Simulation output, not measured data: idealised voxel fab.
This section sets out a process module, namely voxel released beams.
Cross-section cut spans 150 nm and uses square cells 5 nm in size.
Reading order for cross-sections: top band down to bottom band. Underlying form: a grid of square cells. Band size: one or more rows of cells. Within each band entry, the heights of the top and of the bottom of the band appear first, in that order and in nm; the materials of the band then follow from left to right, each with its corresponding width in nm. The designation "everywhere" on a single material indicates that it fills the band from edge to edge; the designation "empty" indicates empty space. It should be noted that heights are counted from 0, beneath which the wafer as supplied is of one material throughout, and that the lowest band possesses no lower boundary but continues downward, as written in "top 0, no bottom". Note: "30->40" means the width goes from the first number (top row of the band) to the second number (bottom row) in equal steps per row of cells. Where the words "same as before" appear for a step, the cross-section shows no cell changed by that step; every cell remained as before. Empty spaces without an open route to the top, at least 8 cells in extent, make up the entry "Enclosed internal voids"; each is given as width x height at distance, where the distance is measured from the left edge, and all are in nm. Text after the settings on a step's line: the simulator's own remark on that step. Steps that use a mask can have "overlay nm" on their line. It says how far the mask sat to the right of where it was meant to be. Negative means to the left.
[Intended process steps]
step 1: RECEIVE, material Si
step 2: CONFORMAL_DEP, material Al2O3, thk nm 5
step 3: DIRECTIONAL_DEP, material SiO2, thk nm 10
step 4: PATTERN, tone open, mask id ANCHOR, material resist, width nm 25, thk nm 20, overlay nm 0
step 5: DIRECTIONAL_ETCH, etch materials SiO2, depth nm 10
step 6: STRIP, etch materials resist
step 7: CONFORMAL_DEP, material SiN, thk nm 10
step 8: PATTERN, tone cover, mask id BEAM, material resist, width nm 110, thk nm 15, overlay nm 0
step 9: DIRECTIONAL_ETCH, etch materials SiN, depth nm 10
step 10: STRIP, etch materials resist
step 11: STRIP, etch materials SiO2
[Concerning the first of two wafers, which was run in accordance with the plan]
[The cross-section here shows the wafer as received, i.e. in its state after step 1]
* top 0, no bottom = Si everywhere
* Enclosed internal voids: none
[after step 2]
* top 5, bottom 0 = Al2O3 everywhere
* Below 0, no change.
[after step 3]
* top 15, bottom 5 = SiO2 everywhere
* Below 5, no change.
[after step 4]
* top 35, bottom 15 = 20 nm resist; 25 nm empty; 105 nm resist
* Below 15, no change.
[after step 5]
* top 35, bottom 15 = 20 nm resist; 25 nm empty; 105 nm resist
* top 15, bottom 5 = 20 nm SiO2; 25 nm empty; 105 nm SiO2
* Below 5, no change.
[after step 6]
* top 15, bottom 5 = 20 nm SiO2; 25 nm empty; 105 nm SiO2
* Below 5, no change.
[after step 7]
* top 25, bottom 15 = 30 nm SiN; 5 nm empty; 115 nm SiN
* top 15, bottom 5 = 20 nm SiO2; 25 nm SiN; 105 nm SiO2
* Below 5, no change.
[after step 8]
* top 40, bottom 25 = 15 nm empty; 110 nm resist; 25 nm empty
* top 25, bottom 15 = 30 nm SiN; 5 nm resist; 115 nm SiN
* Below 15, no change.
[after step 9]
* top 40, bottom 25 = 15 nm empty; 110 nm resist; 25 nm empty
* top 25, bottom 15 = 15 nm empty; 15 nm SiN; 5 nm resist; 90 nm SiN; 25 nm empty
* Below 15, no change.
[after step 10]
* top 25, bottom 15 = 15 nm empty; 15 nm SiN; 5 nm empty; 90 nm SiN; 25 nm empty
* Below 15, no change.
[after step 11]
* top 25, bottom 15 = 15 nm empty; 15 nm SiN; 5 nm empty; 90 nm SiN; 25 nm empty
* top 15, bottom 5 = 20 nm empty; 25 nm SiN; 105 nm empty
* Below 5, no change.
[Here the second wafer is described. Its start and its plan were those of the first wafer. Its run contained one mistake. Up to and including step 1, it did exactly what the first wafer did]
[At the planned end of step 2, the second wafer in cross-section]
* top 10, bottom 0 = SiO2 everywhere
* Below 0, no change.
[At the planned end of step 3, the second wafer in cross-section]
* top 15, bottom 10 = Al2O3 everywhere
* Below 10, no change.
[At the planned end of step 4, the second wafer in cross-section]
* top 35, bottom 15 = 20 nm resist; 25 nm empty; 105 nm resist
* Below 15, no change.
At the planned end of step 5, the second wafer in cross-section: same as before
[At the planned end of step 6, the second wafer in cross-section]
* top 15, bottom 10 = Al2O3 everywhere
* Below 10, no change.
[At the planned end of step 7, the second wafer in cross-section]
* top 25, bottom 15 = SiN everywhere
* Below 15, no change.
[At the planned end of step 8, the second wafer in cross-section]
* top 40, bottom 25 = 15 nm empty; 110 nm resist; 25 nm empty
* Below 25, no change.
[At the planned end of step 9, the second wafer in cross-section]
* top 40, bottom 25 = 15 nm empty; 110 nm resist; 25 nm empty
* top 25, bottom 15 = 15 nm empty; 110 nm SiN; 25 nm empty
* Below 15, no change.
[At the planned end of step 10, the second wafer in cross-section]
* top 25, bottom 15 = 15 nm empty; 110 nm SiN; 25 nm empty
* Below 15, no change.
At the planned end of step 11, the second wafer in cross-section: same as before
Deviation noted in wafer processing: steps 2 and 3 of the plan were run in the wrong order, each in the other's place
Final wafer comparison in cells, second versus first, more or fewer per material: SiN: 8 fewer, SiO2: 60 more
